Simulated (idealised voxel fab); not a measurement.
process module | voxel ribs on slabs
cross-section cut | 280 nm wide | cells 5 nm
A cross-section is a grid of square cells, given in bands from the top down. A band is one or more rows of cells.
Each band's line starts with the height of the band's top and of its bottom, in nm. Then come its materials from left to right, each with its width in nm. One material with "throughout" fills the band from edge to edge. "air" is empty space.
Height 0 is the level under which the wafer as received is all one material. The lowest band goes on downwards, as in "0 down".
A width such as "30 to 40" changes by the same amount from each row of cells to the next, from the band's top row to its bottom row.
"no change" after a step means that no cell of the cross-section changed.
closed voids: empty space of 8 cells or more with no open way to the top, each as width x height at its distance from the left edge, in nm
after a step's settings: what the simulator itself notes on the step
overlay nm, on a step with a mask: how far to the right of its planned place the mask lay; to the left if negative
plan
1 op RECEIVE | material Si
2 op DIRECTIONAL_DEP | material SiO2 | thk nm 25
3 op DIRECTIONAL_DEP | material polySi | thk nm 15
4 op DIRECTIONAL_DEP | material aC | thk nm 10
5 op PATTERN | tone cover | mask id RIB | material resist | width nm 15 | thk nm 30 | overlay nm 0
6 op DIRECTIONAL_ETCH | etch materials aC | depth nm 10
7 op STRIP | etch materials resist
8 op DIRECTIONAL_ETCH | etch materials polySi | depth nm 10
9 op STRIP | etch materials aC
10 op DIRECTIONAL_DEP | material aC | thk nm 15
11 op PATTERN | tone cover | mask id SLAB | material resist | width nm 55 | thk nm 35 | overlay nm 0
12 op DIRECTIONAL_ETCH | etch materials aC | depth nm 15
13 op STRIP | etch materials resist
14 op DIRECTIONAL_ETCH | etch materials polySi | depth nm 5
15 op STRIP | etch materials aC
16 op FILL_DEP | material SiO2 | thk nm 20
17 op CMP | height nm 50
18 op DIRECTIONAL_DEP | material TiN | thk nm 5
19 op DIRECTIONAL_DEP | material aC | thk nm 15
20 op PATTERN | tone cover | mask id HEATER | material resist | width nm 25 | thk nm 35 | overlay nm 0
21 op DIRECTIONAL_ETCH | etch materials aC | depth nm 15
22 op STRIP | etch materials resist
23 op DIRECTIONAL_ETCH | etch materials TiN | depth nm 5
24 op STRIP | etch materials aC
25 op CONFORMAL_DEP | material SiO2 | thk nm 10
first wafer, as planned
as received, after step 1
  0 down: Si throughout
  closed voids: none
after step 2
  25 to 0: SiO2 throughout
  below 0: unchanged
after step 3
  40 to 25: polySi throughout
  below 25: unchanged
after step 4
  50 to 40: aC throughout
  below 40: unchanged
after step 5
  80 to 50: air 130 | resist 15 | air 135
  below 50: unchanged
after step 6
  70 to 50: air 130 | resist 15 | air 135
  50 to 40: air 130 | aC 15 | air 135
  below 40: unchanged
after step 7
  50 to 40: air 130 | aC 15 | air 135
  below 40: unchanged
after step 8
  50 to 40: air 130 | aC 15 | air 135
  40 to 30: air 130 | polySi 15 | air 135
  below 30: unchanged
after step 9
  40 to 30: air 130 | polySi 15 | air 135
  below 30: unchanged
after step 10
  55 to 45: air 130 | aC 15 | air 135
  45 to 40: aC throughout
  40 to 30: aC 130 | polySi 15 | aC 135
  below 30: unchanged
after step 11
  90 to 55: air 110 | resist 55 | air 115
  55 to 45: air 110 | resist 20 | aC 15 | resist 20 | air 115
  below 45: unchanged
after step 12
  75 to 55: air 110 | resist 55 | air 115
  55 to 45: air 110 | resist 20 | aC 15 | resist 20 | air 115
  45 to 40: air 110 | aC 55 | air 115
  40 to 30: air 110 | aC 20 | polySi 15 | aC 20 | air 115
  below 30: unchanged
after step 13
  55 to 45: air 130 | aC 15 | air 135
  below 45: unchanged
after step 14
  55 to 45: air 130 | aC 15 | air 135
  45 to 40: air 110 | aC 55 | air 115
  40 to 30: air 110 | aC 20 | polySi 15 | aC 20 | air 115
  30 to 25: air 110 | polySi 55 | air 115
  below 25: unchanged
after step 15
  40 to 30: air 130 | polySi 15 | air 135
  below 30: unchanged
after step 16
  60 to 40: SiO2 throughout
  40 to 30: SiO2 130 | polySi 15 | SiO2 135
  30 to 25: SiO2 110 | polySi 55 | SiO2 115
  below 25: unchanged
after step 17
  50 to 40: SiO2 throughout
  below 40: unchanged
after step 18
  55 to 50: TiN throughout
  below 50: unchanged
after step 19
  70 to 55: aC throughout
  below 55: unchanged
after step 20
  105 to 70: air 125 | resist 25 | air 130
  below 70: unchanged
after step 21
  90 to 70: air 125 | resist 25 | air 130
  70 to 55: air 125 | aC 25 | air 130
  below 55: unchanged
after step 22
  70 to 55: air 125 | aC 25 | air 130
  below 55: unchanged
after step 23
  70 to 55: air 125 | aC 25 | air 130
  55 to 50: air 125 | TiN 25 | air 130
  below 50: unchanged
after step 24
  55 to 50: air 125 | TiN 25 | air 130
  below 50: unchanged
after step 25
  65 to 60: air 115 | SiO2 45 | air 120
  60 to 55: SiO2 throughout
  55 to 50: SiO2 125 | TiN 25 | SiO2 130
  below 50: unchanged
second wafer: like start, like plan, one mistake. Through step 10 it matches the first wafer
when step 11 should have ended
  90 to 55: air 115 | resist 50 | air 115
  55 to 45: air 115 | resist 15 | aC 15 | resist 20 | air 115
  below 45: unchanged
when step 12 should have ended
  75 to 55: air 115 | resist 50 | air 115
  55 to 45: air 115 | resist 15 | aC 15 | resist 20 | air 115
  45 to 40: air 115 | aC 50 | air 115
  40 to 30: air 115 | aC 15 | polySi 15 | aC 20 | air 115
  below 30: unchanged
when step 13 should have ended
  55 to 45: air 130 | aC 15 | air 135
  below 45: unchanged
when step 14 should have ended
  55 to 45: air 130 | aC 15 | air 135
  45 to 40: air 115 | aC 50 | air 115
  40 to 30: air 115 | aC 15 | polySi 15 | aC 20 | air 115
  30 to 25: air 115 | polySi 50 | air 115
  below 25: unchanged
when step 15 should have ended
  40 to 30: air 130 | polySi 15 | air 135
  below 30: unchanged
when step 16 should have ended
  60 to 40: SiO2 throughout
  40 to 30: SiO2 130 | polySi 15 | SiO2 135
  30 to 25: SiO2 115 | polySi 50 | SiO2 115
  below 25: unchanged
when step 17 should have ended
  50 to 40: SiO2 throughout
  below 40: unchanged
when step 18 should have ended
  55 to 50: TiN throughout
  below 50: unchanged
when step 19 should have ended
  70 to 55: aC throughout
  below 55: unchanged
when step 20 should have ended
  105 to 70: air 125 | resist 25 | air 130
  below 70: unchanged
when step 21 should have ended
  90 to 70: air 125 | resist 25 | air 130
  70 to 55: air 125 | aC 25 | air 130
  below 55: unchanged
when step 22 should have ended
  70 to 55: air 125 | aC 25 | air 130
  below 55: unchanged
when step 23 should have ended
  70 to 55: air 125 | aC 25 | air 130
  55 to 50: air 125 | TiN 25 | air 130
  below 50: unchanged
when step 24 should have ended
  55 to 50: air 125 | TiN 25 | air 130
  below 50: unchanged
when step 25 should have ended
  65 to 60: air 115 | SiO2 45 | air 120
  60 to 55: SiO2 throughout
  55 to 50: SiO2 125 | TiN 25 | SiO2 130
  below 50: unchanged
what went wrong: step 11 ran as: op PATTERN | tone cover | mask id SLAB | material resist | width nm 50 | thk nm 35 | overlay nm 0
at the end the second wafer has, in cells: 1 more of SiO2 | 1 fewer of polySi
